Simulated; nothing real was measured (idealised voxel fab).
A process module follows: voxel tone inversion.
Cross-section cut: width 230 nm, square cells of 5 nm.
Square cells in a grid make up a cross-section in this document, and the grid is given as bands, listed from the top down, each one or more rows of cells.
Each band's line starts with the height of the band's top and of its bottom, in nm. Then come its materials from left to right, each with its width in nm. One material with "everywhere" fills the band from edge to edge. "empty" is empty space.
The reference from which all heights are counted is 0, the level beneath which the as-received wafer is entirely one material; the lowest band, having no lower bound, proceeds downward and is written after the example "from 0 down".
It should be noted that a width expressed as "30->40" varies in equal increments from row to row of cells within the band, taking the value of the first number at the top row and that of the second number at the bottom row.
Reading "no change occurred" for a step: not a cell of the cross-section changed in it.
"Non-vented voids" contains a list of empty spaces, each no smaller than 8 cells and without an open way to the top, written in the form width x height at distance with the distance from the left edge and all three in nm.
Heads up: the bit after the settings on a step's line is the simulator's remark on that step.
Among the settings permitted on a step's line is "overlay nm"; applied to a step with a mask, it specifies the extent to which the mask lay to the right of its planned position, whereas a negative figure signifies a position to the left.
# Below is the list of planned process steps
1 RECEIVE,material Si
2 CONFORMAL_DEP,material SiN,thk nm 5
3 DIRECTIONAL_DEP,material aC,thk nm 15
4 PATTERN,tone cover,mask id POSTS,material resist,width nm 15,pitch nm 40,thk nm 20,overlay nm 0
5 DIRECTIONAL_ETCH,etch materials aC,depth nm 15
6 STRIP,etch materials resist
7 FILL_DEP,material lowk,thk nm 10
8 CMP,height nm 20
9 STRIP,etch materials aC
10 CONFORMAL_DEP,material TiN,thk nm 5
11 FILL_DEP,material Ru,thk nm 5
12 CMP,height nm 20
13 CONFORMAL_DEP,material SiN,thk nm 5
What sets these wafers apart? The width nm at step 4. They all start alike, and the plan carries the first wafer's value.
# The first of several wafers, as received after step 1, seen in section
  from 0 down | Si everywhere
  Non-vented voids: none
# Module end state after final step 13: cross-section of the first of several wafers
  from 25 to 20 | SiN everywhere
  from 20 to 10 | lowk 85 / TiN 5 / Ru 5 / TiN 5 / lowk 25 / TiN 5 / Ru 5 / TiN 5 / lowk 90
  from 10 to 5 | lowk 85 / TiN 15 / lowk 25 / TiN 15 / lowk 90
  from 5 to 0 | SiN everywhere
  from 0 down | Si everywhere
  Non-vented voids: none
# The last wafer as seen in cross-section at the end of the module
  from 25 to 20 | SiN everywhere
  from 20 to 10 | lowk 80 / TiN 5 / Ru 15 / TiN 5 / lowk 15 / TiN 5 / Ru 15 / TiN 5 / lowk 85
  from 10 to 5 | lowk 80 / TiN 25 / lowk 15 / TiN 25 / lowk 85
  from 5 to 0 | SiN everywhere
  from 0 down | Si everywhere
  Non-vented voids: none
# The table below has one row for each wafer; a row shows, as of the end of the module, how many cells of each material the wafer has gained, marked (+), or lost, marked (-), since it was received, and then the wafer's closed voids
width nm 15, +4 Ru, +92 SiN, +14 TiN, +120 lowk, Non-vented voids: none
width nm 20, +8 Ru, +92 SiN, +16 TiN, +114 lowk, Non-vented voids: none
width nm 25, +12 Ru, +92 SiN, +18 TiN, +108 lowk, Non-vented voids: none
